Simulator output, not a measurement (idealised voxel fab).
The following is a process module called voxel self aligned vias.
The figure presents cross-section cut, which has a width of 190 nm and is divided into square cells with an edge length of 5 nm.
Reading order for cross-sections: top band down to bottom band. Underlying form: a grid of square cells. Band size: one or more rows of cells. A band entry consists of two parts. The first gives the height of the band's top and the height of its bottom, in nm. The rest lists the band's materials from left to right, each with its width in nm. A single material labelled with the word "throughout" fills the band from edge to edge, and the word "air" marks empty space. Height datum 0, below which the as-received substrate wafer is one material. Lowest band open at the bottom, running downward: "top 0, no bottom". Graded width ("30->40"): value in top row of band = first number; value in bottom row = second number; row-to-row change constant. Any step labelled "same as before" changed none of the cells in the cross-section. The list in "Unvented cavities" covers empty spaces of 8 cells or more that cannot reach the top through any open way, and it gives each as width x height at distance; the distance is from the left edge, and width, height and distance are in nm. It should be noted that, on the line of a given step, the content following the step's settings is a remark produced by the simulator itself with respect to that step. "overlay nm" on a masked step: distance the mask lay right of its planned place, negative for left.

Below is the list of planned process steps:
| 1 | op RECEIVE | material Si |
| 2 | op CONFORMAL_DEP | material SiO2 | thk nm 10 |
| 3 | op CONFORMAL_DEP | material SiCN | thk nm 5 |
| 4 | op DIRECTIONAL_DEP | material SiO2 | thk nm 25 |
| 5 | op PATTERN | tone open | mask id LINES | material resist | width nm 25 | pitch nm 70 | thk nm 15 | overlay nm 0 |
| 6 | op DIRECTIONAL_ETCH | etch materials SiO2 | depth nm 25 |
| 7 | op STRIP | etch materials resist |
| 8 | op CONFORMAL_DEP | material TiN | thk nm 5 |
| 9 | op FILL_DEP | material W | thk nm 10 |
| 10 | op CMP | height nm 40 |
| 11 | op SELECTIVE_ETCH | etch materials W Ru TiN | depth nm 5 |
| 12 | op FILL_DEP | material SiN | thk nm 5 |
| 13 | op CMP | height nm 40 |
| 14 | op DIRECTIONAL_DEP | material SiO2 | thk nm 20 |
| 15 | op MASKED_ETCH | tone open | mask id VIAS | width nm 45 | etch materials SiO2 | depth nm 20 | overlay nm 0 |
| 16 | op MASKED_ETCH | tone open | mask id VIAS | width nm 45 | etch materials SiN | depth nm 5 | overlay nm 0 |
| 17 | op CONFORMAL_DEP | material TiN | thk nm 5 |
| 18 | op FILL_DEP | material Ru | thk nm 5 |
| 19 | op CMP | height nm 60 |
| 20 | op CONFORMAL_DEP | material SiCN | thk nm 5 |

Delivered wafer in cross-section: state after step 1:
	top 0, no bottom  Si throughout
	Unvented cavities: none

The plan above was carried out on the starting structure above with one mistake, and this cross-section shows the wafer at the end of the module:
	top 65, bottom 60  SiCN throughout
	top 60, bottom 55  SiO2=35  TiN=15  Ru=15  TiN=15  SiO2=110
	top 55, bottom 40  SiO2=35  TiN=45  SiO2=110
	top 40, bottom 35  SiO2=45  TiN=25  SiO2=45  SiN=25  SiO2=50
	top 35, bottom 20  SiO2=45  TiN=5  W=15  TiN=5  SiO2=45  TiN=5  W=15  TiN=5  SiO2=50
	top 20, bottom 15  SiO2=45  TiN=25  SiO2=45  TiN=25  SiO2=50
	top 15, bottom 10  SiCN throughout
	top 10, bottom 0  SiO2 throughout
	top 0, no bottom  Si throughout
	Unvented cavities: none
What broke from the plan during processing? step 17 deviated from plan and actually ran as op CONFORMAL_DEP | material TiN | thk nm 15
